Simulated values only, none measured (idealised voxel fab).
voxel self aligned vias: a process module
cross-section cut | 210 nm wide | cells 5 nm
For the purposes of this document, a cross-section shall be understood as a grid of square cells, specified as bands listed in top-to-bottom order, each band consisting of one or more rows of cells.
Within each band entry, the heights of the top and of the bottom of the band appear first, in that order and in nm; the materials of the band then follow from left to right, each with its corresponding width in nm. The designation "full width" on a single material indicates that it fills the band from edge to edge; the designation "empty" indicates empty space.
Note: height 0 marks the level under which the wafer is uniformly one material as received. Lowest band unbounded below, written "0..down".
With a width like "30->40", each row of cells in the band differs from the next by the same amount, the top row carrying the first number and the bottom row the second.
The cross-section has no changed cell in any step marked "same as before".
"Closed void table" lists enclosed empty spaces (at least 8 cells, no open path upward to the top), each as width x height at distance from the left edge, in nm.
Formally, on a step line, whatever follows the settings is a remark that the simulator itself makes on the step.
The line of a step may include "overlay nm". On a step with a mask, this value is how far to the right of its planned place the mask lay. A negative value means the mask lay to the left.

# The planned process steps are enumerated hereunder
1) RECEIVE, material Si
2) CONFORMAL_DEP, material SiO2, thk nm 10
3) CONFORMAL_DEP, material SiCN, thk nm 5
4) DIRECTIONAL_DEP, material SiO2, thk nm 30
5) DIRECTIONAL_DEP, material aC, thk nm 10
6) PATTERN, tone open, mask id LINES, material resist, width nm 25, pitch nm 55, thk nm 25, overlay nm 0
7) DIRECTIONAL_ETCH, etch materials aC, depth nm 10
8) STRIP, etch materials resist
9) DIRECTIONAL_ETCH, etch materials SiO2, depth nm 30
10) STRIP, etch materials aC
11) CONFORMAL_DEP, material TiN, thk nm 5
12) FILL_DEP, material Ru, thk nm 5
13) CMP, height nm 45
14) SELECTIVE_ETCH, etch materials W Ru TiN, depth nm 10
15) FILL_DEP, material SiN, thk nm 5
16) CMP, height nm 45
17) DIRECTIONAL_DEP, material SiO2, thk nm 15
18) PATTERN, tone open, mask id VIAS, material resist, width nm 35, thk nm 15, overlay nm 0
19) DIRECTIONAL_ETCH, etch materials SiO2, depth nm 15
20) DIRECTIONAL_ETCH, etch materials SiN, depth nm 10
21) STRIP, etch materials resist
22) CONFORMAL_DEP, material TiN, thk nm 5
23) FILL_DEP, material W, thk nm 10
24) CMP, height nm 60
25) CONFORMAL_DEP, material SiN, thk nm 5

# As received (post step 1): cross-section
	0..down: Si full width
	Closed void table: none

# Here's the cross-section of the first of our two wafers at the end of the module - it ran as planned
	65..60: SiN full width
	60..50: 60 of SiO2 / 5 of TiN / 25 of W / 5 of TiN / 115 of SiO2
	50..45: 60 of SiO2 / 10 of TiN / 15 of W / 10 of TiN / 115 of SiO2
	45..40: 65 of SiO2 / 5 of TiN / 15 of W / 5 of TiN / 30 of SiO2 / 25 of SiN / 65 of SiO2
	40..35: 65 of SiO2 / 25 of TiN / 30 of SiO2 / 25 of SiN / 65 of SiO2
	35..20: 65 of SiO2 / 5 of TiN / 15 of Ru / 5 of TiN / 30 of SiO2 / 5 of TiN / 15 of Ru / 5 of TiN / 65 of SiO2
	20..15: 65 of SiO2 / 25 of TiN / 30 of SiO2 / 25 of TiN / 65 of SiO2
	15..10: SiCN full width
	10..0: SiO2 full width
	0..down: Si full width
	Closed void table: none

# second wafer at the end: like start, like plan, one mistake
	65..60: SiN full width
	60..50: 55 of SiO2 / 5 of TiN / 35 of W / 5 of TiN / 110 of SiO2
	50..45: 55 of SiO2 / 15 of TiN / 15 of W / 15 of TiN / 110 of SiO2
	45..40: 65 of SiO2 / 5 of TiN / 15 of W / 5 of TiN / 30 of SiO2 / 25 of SiN / 65 of SiO2
	40..35: 65 of SiO2 / 25 of TiN / 30 of SiO2 / 25 of SiN / 65 of SiO2
	35..20: 65 of SiO2 / 5 of TiN / 15 of Ru / 5 of TiN / 30 of SiO2 / 5 of TiN / 15 of Ru / 5 of TiN / 65 of SiO2
	20..15: 65 of SiO2 / 25 of TiN / 30 of SiO2 / 25 of TiN / 65 of SiO2
	15..10: SiCN full width
	10..0: SiO2 full width
	0..down: Si full width
	Closed void table: none
what went wrong: step 18 was run on a setting that differed from the plan, and what really ran there is PATTERN, tone open, mask id VIAS, material resist, width nm 45, thk nm 15, overlay nm 0
Final cells, second wafer relative to first, materials higher or lower: 6 fewer of SiO2, 2 more of TiN, 4 more of W
